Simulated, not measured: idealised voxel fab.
Name of the process module below: voxel self aligned contacts
Displayed cross-section: cut, width of 230 nm, square cells sized 5 nm.
Square cells in a grid make up a cross-section in this document, and the grid is given as bands, listed from the top down, each one or more rows of cells.
It is stipulated that each band's entry specify, in nanometres, the height of the top of the band and then that of its bottom, followed by the materials of the band in left-to-right sequence, each together with its width in nanometres. A single material marked by the word "full width" is understood to fill the band from edge to edge; the word "empty" is understood to denote empty space.
Convention: height 0 is the level below which the wafer, as received, is all one material. The lowest band does not terminate at the bottom but continues downward, represented as "z 0 and below".
Quick explanation for "30..40": the width changes in equal steps down the rows of cells, from the first number in the band's top row to the second number in its bottom row.
"all unchanged" for a step: no cell of the cross-section changed in that step.
Each empty space that has no open way to the top and spans at least 8 cells appears under "Sealed void listing" as width x height at distance, the distance counted from the left edge, all in nm.
If you see something after the settings on a step's line, that's the simulator's own remark about that step.
overlay nm: how far to the right of its planned place the mask lay on this masked step (negative: to the left).

Listed below are the process steps as planned:
1 op RECEIVE | material Si
2 op CONFORMAL_DEP | material SiO2 | thk nm 5
3 op DIRECTIONAL_DEP | material polySi | thk nm 30
4 op DIRECTIONAL_DEP | material SiN | thk nm 15
5 op DIRECTIONAL_DEP | material aC | thk nm 15
6 op PATTERN | tone cover | mask id GATE | material resist | width nm 25 | pitch nm 55 | thk nm 35 | overlay nm 0
7 op DIRECTIONAL_ETCH | etch materials aC | depth nm 15
8 op STRIP | etch materials resist
9 op DIRECTIONAL_ETCH | etch materials SiN | depth nm 15
10 op DIRECTIONAL_ETCH | etch materials polySi | depth nm 30
11 op STRIP | etch materials aC
12 op CONFORMAL_DEP | material SiN | thk nm 5
13 op DIRECTIONAL_ETCH | etch materials SiN | depth nm 5
14 op FILL_DEP | material SiO2 | thk nm 20
15 op CMP | height nm 60
16 op DIRECTIONAL_DEP | material aC | thk nm 10
17 op PATTERN | tone open | mask id CONTACT | material resist | width nm 40 | thk nm 30 | overlay nm 0
18 op DIRECTIONAL_ETCH | etch materials aC | depth nm 10
19 op STRIP | etch materials resist
20 op DIRECTIONAL_ETCH | etch materials SiO2 | depth nm 60
21 op STRIP | etch materials aC
22 op CONFORMAL_DEP | material TiN | thk nm 5
23 op FILL_DEP | material W | thk nm 10
24 op CMP | height nm 60
25 op CONFORMAL_DEP | material SiN | thk nm 5

This is the cross-section of the wafer as we received it, i.e. after step 1:
	z 0 and below | Si full width
	Sealed void listing: none

Here's the cross-section of the first of our two wafers at the end of the module - it ran as planned:
	z 65 to 60 | SiN full width
	z 60 to 50 | 95 SiO2; 5..15 TiN; 30..10 W; 5..15 TiN; 95 SiO2
	z 50 to 35 | 70 SiO2; 35 SiN; 5 TiN; 10 W; 5 TiN; 35 SiN; 70 SiO2
	z 35 to 5 | 70 SiO2; 5 SiN; 25 polySi; 5 SiN; 5 TiN; 10 W; 5 TiN; 5 SiN; 25 polySi; 5 SiN; 70 SiO2
	z 5 to 0 | 105 SiO2; 20 TiN; 105 SiO2
	z 0 and below | Si full width
	Sealed void listing: none

So this is wafer number two of the two, cut at the end of the module - it started where the first did and had the same plan, we just got one thing wrong running it:
	z 65 to 60 | SiN full width
	z 60 to 50 | 100 SiO2; 5..10 TiN; 30..10 W; 5..20 TiN; 90 SiO2
	z 50 to 35 | 70 SiO2; 35 SiN; 5 TiN; 10 W; 5 TiN; 35 SiN; 70 SiO2
	z 35 to 5 | 70 SiO2; 5 SiN; 25 polySi; 5 SiN; 5 TiN; 10 W; 5 TiN; 5 SiN; 25 polySi; 5 SiN; 70 SiO2
	z 5 to 0 | 105 SiO2; 20 TiN; 105 SiO2
	z 0 and below | Si full width
	Sealed void listing: none
Against the plan, the run slipped here: note that step 17 departed from the planned setting and was carried out as op PATTERN | tone open | mask id CONTACT | material resist | width nm 40 | thk nm 30 | overlay nm 5
Same inventory, different map: at the end, the second wafer holds as many cells of each material as the first, placed elsewhere.
